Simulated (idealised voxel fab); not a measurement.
Proc. module: voxel transistor to metal
FYI the section here is cut, 165 nm wide, cells are 5 nm squares.
Cross-section spec: square-cell grid; bands listed top down; each band is one or more rows. Band entry format. Leading values: height of top, height of bottom, nm. Remainder: materials in left-to-right order, each with its width in nm. Special words: "full width" on a single material, which then fills the band edge to edge; "air", empty space. A quick word on heights: they are counted from 0, and under that level the wafer as it came to us is one material throughout. The lowest band is different from the rest in having no bottom; it simply continues downward, written as in "0 nm and below". A width such as "30 to 40" changes by the same amount from each row of cells to the next, from the band's top row to its bottom row. Step note "no modifications" = no cross-section cell changed. So "Fully sealed cavities" is basically the list of trapped voids: any empty space of 8 cells or more that can't reach the top through an opening. They're written width x height at distance, the distance being from the left edge, and it's all nm. Anything after a step's settings on that line? It's the simulator's own note about the step. overlay nm: on a step with a mask, how far right of its planned place the mask lay; negative means left.

[The following list gives the planned process steps]
| 1 | RECEIVE (material Si) |
| 2 | OXIDIZE (depth nm 5) |
| 3 | CONFORMAL_DEP (material SiN; thk nm 10) |
| 4 | MASKED_ETCH (tone cover; mask id ACTIVE; width nm 105; etch materials SiN; depth nm 10; overlay nm 0) |
| 5 | MASKED_ETCH (tone cover; mask id ACTIVE; width nm 105; etch materials SiO2; depth nm 5; overlay nm 0) |
| 6 | MASKED_ETCH (tone cover; mask id ACTIVE; width nm 105; etch materials Si; depth nm 35; overlay nm 0) |
| 7 | FILL_DEP (material SiO2; thk nm 10) |
| 8 | CMP (height nm 10) |
| 9 | SELECTIVE_ETCH (etch materials SiO2; depth nm 5) |
| 10 | STRIP (etch materials SiN) |
| 11 | SELECTIVE_ETCH (etch materials SiO2; depth nm 5) |
| 12 | OXIDIZE (depth nm 5) |
| 13 | DIRECTIONAL_DEP (material polySi; thk nm 20) |
| 14 | DIRECTIONAL_DEP (material SiCN; thk nm 10) |
| 15 | PATTERN (tone cover; mask id GATE; material resist; width nm 25; thk nm 20; overlay nm 0) |
| 16 | DIRECTIONAL_ETCH (etch materials SiCN; depth nm 20) |
| 17 | DIRECTIONAL_ETCH (etch materials polySi; depth nm 30) |
| 18 | STRIP (etch materials resist) |
| 19 | CONFORMAL_DEP (material SiN; thk nm 10) |
| 20 | DIRECTIONAL_ETCH (etch materials SiN; depth nm 10) |
| 21 | DIRECTIONAL_ETCH (etch materials SiO2; depth nm 5) |
| 22 | DIRECTIONAL_ETCH (etch materials Si; depth nm 5) |
| 23 | EPI (material nSi; thk nm 10) |
| 24 | FILL_DEP (material SiO2; thk nm 5) |
| 25 | CMP (height nm 25) |
| 26 | DIRECTIONAL_DEP (material SiO2; thk nm 15) |
| 27 | MASKED_ETCH (tone open; mask id CONTACT; width nm 30; pitch nm 65; etch materials SiO2; depth nm 45; overlay nm 0) |
| 28 | CONFORMAL_DEP (material TiN; thk nm 5) |
| 29 | FILL_DEP (material Ru; thk nm 5) |
| 30 | CMP (height nm 40) |
| 31 | DIRECTIONAL_DEP (material TiN; thk nm 5) |
| 32 | DIRECTIONAL_DEP (material W; thk nm 15) |
| 33 | DIRECTIONAL_DEP (material aC; thk nm 15) |
| 34 | PATTERN (tone cover; mask id METAL_1; material resist; width nm 20; pitch nm 75; thk nm 30; overlay nm 0) |
| 35 | DIRECTIONAL_ETCH (etch materials aC; depth nm 15) |
| 36 | STRIP (etch materials resist) |
| 37 | DIRECTIONAL_ETCH (etch materials W; depth nm 15) |
| 38 | DIRECTIONAL_ETCH (etch materials TiN; depth nm 5) |
| 39 | STRIP (etch materials aC) |
| 40 | FILL_DEP (material lowk; thk nm 5) |
| 41 | CMP (height nm 60) |
| 42 | CONFORMAL_DEP (material SiCN; thk nm 5) |
| 43 | DIRECTIONAL_DEP (material SiO2; thk nm 30) |
| 44 | MASKED_ETCH (tone open; mask id METAL_2; width nm 15; pitch nm 75; etch materials SiO2; depth nm 15; overlay nm 0) |
| 45 | MASKED_ETCH (tone open; mask id METAL_2_HOLES; width nm 15; pitch nm 75; etch materials SiO2; depth nm 15; overlay nm 0) |
| 46 | MASKED_ETCH (tone open; mask id METAL_2_HOLES; width nm 15; pitch nm 75; etch materials SiCN; depth nm 5; overlay nm 0) |
| 47 | CONFORMAL_DEP (material TiN; thk nm 5) |
| 48 | FILL_DEP (material Cu; thk nm 5) |
| 49 | CMP (height nm 95) |
| 50 | CONFORMAL_DEP (material SiN; thk nm 5) |
For clarity, it should be stated that the wafers under discussion commence in an identical condition and differ with respect to the width nm of step 44, the plan indicating the value that the first wafer had.

[Cross-sectional view of the first of several wafers in the as-received condition, corresponding to the state following step 1]
0 nm and below  Si full width
Fully sealed cavities: none

[What follows is a table in which each wafer occupies a row; for the wafer as it stands at the close of the module, the row states, material by material, how many cells have been gained (+) or lost (-) since receipt, and then gives its closed voids]
width nm 15, +8 Cu, +46 Ru, -148 Si, +39 SiCN, +61 SiN, +400 SiO2, +82 TiN, +24 W, +100 lowk, +28 nSi, +20 polySi, Fully sealed cavities: none
width nm 20, +16 Cu, +46 Ru, -148 Si, +37 SiCN, +61 SiN, +394 SiO2, +82 TiN, +24 W, +100 lowk, +28 nSi, +20 polySi, Fully sealed cavities: none
width nm 25, +20 Cu, +46 Ru, -148 Si, +37 SiCN, +61 SiN, +388 SiO2, +84 TiN, +24 W, +100 lowk, +28 nSi, +20 polySi, Fully sealed cavities: none
width nm 30, +24 Cu, +46 Ru, -148 Si, +37 SiCN, +61 SiN, +382 SiO2, +86 TiN, +24 W, +100 lowk, +28 nSi, +20 polySi, Fully sealed cavities: none
width nm 35, +28 Cu, +46 Ru, -148 Si, +37 SiCN, +61 SiN, +376 SiO2, +88 TiN, +24 W, +100 lowk, +28 nSi, +20 polySi, Fully sealed cavities: none
